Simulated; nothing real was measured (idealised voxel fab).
The following process module bears the name voxel capacitor over wiring.
Square cells of 5 nm make up the cross-section cut, whose width is 170 nm.
The cross-sections in this document take the form of a grid made of square cells. They are written out as bands, in order from top to bottom. Each band consists of one or more rows of cells.
For a band, the entry starts with two heights in nm, that of the top and then that of the bottom, and carries on with the band's materials in order from left to right, each alongside its width in nm; the word "throughout" beside a single material means it fills the band edge to edge, and "blank" means empty space.
Heights are measured from 0, the level below which the as-received wafer is all one material; the lowest band has no bottom and continues downward, written as in "0 -> down".
Width "30->40": first value at the band's top row of cells, second value at its bottom row, equal change from row to row.
Step note "nothing changed" = no cross-section cell changed.
Each empty space that has no open way to the top and spans at least 8 cells appears under "Closed void table" as width x height at distance, the distance counted from the left edge, all in nm.
Read whatever lies past the settings on a step's line as the simulator's own remark about the step.
When a step includes a mask, the "overlay nm" setting on its line states how far to the right of its planned place that mask lay, and negative values state how far to the left.

HERE'S WHAT THE PLANNED PROCESS STEPS LOOK LIKE
- 1: RECEIVE (material Si)
- 2: CONFORMAL_DEP (material SiO2; thk nm 10)
- 3: CONFORMAL_DEP (material SiCN; thk nm 5)
- 4: DIRECTIONAL_DEP (material SiO2; thk nm 25)
- 5: DIRECTIONAL_DEP (material aC; thk nm 15)
- 6: PATTERN (tone open; mask id METAL_1; material resist; width nm 30; pitch nm 85; thk nm 35; overlay nm 0)
- 7: DIRECTIONAL_ETCH (etch materials aC; depth nm 15)
- 8: STRIP (etch materials resist)
- 9: DIRECTIONAL_ETCH (etch materials SiO2; depth nm 25)
- 10: DIRECTIONAL_ETCH (etch materials SiCN; depth nm 5)
- 11: STRIP (etch materials aC)
- 12: CONFORMAL_DEP (material TiN; thk nm 5)
- 13: FILL_DEP (material Ru; thk nm 10)
- 14: CMP (height nm 40)
- 15: CONFORMAL_DEP (material SiCN; thk nm 5)
- 16: DIRECTIONAL_DEP (material lowk; thk nm 15)
- 17: PATTERN (tone open; mask id PLUG_1; material resist; width nm 15; thk nm 20; overlay nm 0)
- 18: DIRECTIONAL_ETCH (etch materials lowk; depth nm 15)
- 19: DIRECTIONAL_ETCH (etch materials SiCN; depth nm 5)
- 20: STRIP (etch materials resist)
- 21: CONFORMAL_DEP (material TiN; thk nm 5)
- 22: FILL_DEP (material Cu; thk nm 5)
- 23: CMP (height nm 60)
- 24: DIRECTIONAL_DEP (material TiN; thk nm 5)
- 25: DIRECTIONAL_DEP (material Al2O3; thk nm 5)
- 26: DIRECTIONAL_DEP (material TiN; thk nm 10)
- 27: PATTERN (tone cover; mask id UPPER_PLATE; material resist; width nm 60; thk nm 20; overlay nm 0)
- 28: DIRECTIONAL_ETCH (etch materials TiN; depth nm 10)
- 29: DIRECTIONAL_ETCH (etch materials Al2O3; depth nm 5)
- 30: STRIP (etch materials resist)
- 31: DIRECTIONAL_DEP (material aC; thk nm 10)
- 32: PATTERN (tone cover; mask id LOWER_PLATE; material resist; width nm 70; thk nm 25; overlay nm 0)
- 33: DIRECTIONAL_ETCH (etch materials aC; depth nm 10)
- 34: STRIP (etch materials resist)
- 35: DIRECTIONAL_ETCH (etch materials TiN; depth nm 5)
- 36: STRIP (etch materials aC)
- 37: FILL_DEP (material SiO2; thk nm 20)
- 38: CMP (height nm 95)
- 39: DIRECTIONAL_DEP (material aC; thk nm 15)
- 40: PATTERN (tone open; mask id PLUG_2; material resist; width nm 15; thk nm 35; overlay nm 0)
- 41: DIRECTIONAL_ETCH (etch materials aC; depth nm 15)
- 42: STRIP (etch materials resist)
- 43: DIRECTIONAL_ETCH (etch materials SiO2; depth nm 15)
- 44: STRIP (etch materials aC)
- 45: CONFORMAL_DEP (material TiN; thk nm 5)
- 46: FILL_DEP (material Cu; thk nm 5)
- 47: CMP (height nm 95)
- 48: CONFORMAL_DEP (material SiN; thk nm 5)

CROSS-SECTION OF THE WAFER AS IT CAME TO US, I.E., ALREADY THROUGH STEP 1
  0 -> down  Si throughout
  Closed void table: none

MODULE COMPLETE, CROSS-SECTION. STARTING POINT AND PLAN PER ABOVE. ONE MISTAKE MADE IN RUNNING THE MODULE
  100 -> 95  SiN throughout
  95 -> 85  SiO2: 50, TiN: 5, Cu: 5, TiN: 5, SiO2: 105
  85 -> 80  SiO2: 50, TiN: 15, SiO2: 105
  80 -> 75  SiO2: 35, TiN: 5, SiO2: 60, TiN: 5, SiO2: 65
  75 -> 70  TiN: 40, SiO2: 60, TiN: 70
  70 -> 65  Al2O3: 40, SiO2: 60, Al2O3: 70
  65 -> 60  TiN throughout
  60 -> 45  lowk: 40, TiN: 5, Cu: 5, TiN: 5, lowk: 115
  45 -> 40  SiCN: 40, TiN: 15, SiCN: 115
  40 -> 15  SiO2: 25, TiN: 5, Ru: 20, TiN: 5, SiO2: 55, TiN: 5, Ru: 20, TiN: 5, SiO2: 30
  15 -> 10  SiCN: 25, TiN: 30, SiCN: 55, TiN: 30, SiCN: 30
  10 -> 0  SiO2 throughout
  0 -> down  Si throughout
  Closed void table: none
The plan and the run diverged here: heads up, step 27 didn't go per plan, it actually ran as PATTERN (tone open; mask id UPPER_PLATE; material resist; width nm 60; thk nm 20; overlay nm 0)
